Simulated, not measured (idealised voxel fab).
The process module presented herein is designated voxel lift off.
FYI the section here is cut, 220 nm wide, cells are 5 nm squares.
Think of the cross-section as a grid of square cells. We describe it in bands, top to bottom, and each band covers one or more rows of those cells.
Per band: top height and bottom height in nm, followed by the left-to-right materials and their widths in nm; "throughout" marks a single material spanning edge to edge, "blank" marks empty space.
A quick word on heights: they are counted from 0, and under that level the wafer as it came to us is one material throughout. The lowest band is different from the rest in having no bottom; it simply continues downward, written as in "0 -> down".
Note: "30->40" means the width goes from the first number (top row of the band) to the second number (bottom row) in equal steps per row of cells.
"remained unchanged" for a step: no cell of the cross-section changed in that step.
"Sealed internal voids" lists enclosed empty spaces (at least 8 cells, no open path upward to the top), each as width x height at distance from the left edge, in nm.
Past the settings on a step's line: simulator remark, on that step.
The optional step-line setting "overlay nm" applies to steps with a mask and quantifies how far to the right of its planned location the mask lay, a negative value indicating leftward placement.
-- Intended process steps
1. RECEIVE with material Si
2. CONFORMAL_DEP with material SiN, thk nm 15
3. PATTERN with tone open, mask id LINES, material resist, width nm 25, pitch nm 40, thk nm 20, overlay nm 0
4. DIRECTIONAL_DEP with material Ru, thk nm 5
5. STRIP with etch materials resist
6. CONFORMAL_DEP with material SiN, thk nm 5
-- Cross-section of the wafer at receipt, which is the condition after step 1
    0 -> down = Si throughout
    Sealed internal voids: none
-- Post-module cross-section: identical start and plan to those above, one misstep in execution
    25 -> 20 = blank 50, then SiN 35, then blank 5, then SiN 35, then blank 5, then SiN 35, then blank 55
    20 -> 15 = SiN 55, then Ru 25, then SiN 15, then Ru 25, then SiN 15, then Ru 25, then SiN 60
    15 -> 0 = Ru throughout
    0 -> down = Si throughout
    Sealed internal voids: none
Processing error: off-plan run, step 2, actual operation and settings CONFORMAL_DEP with material Ru, thk nm 15
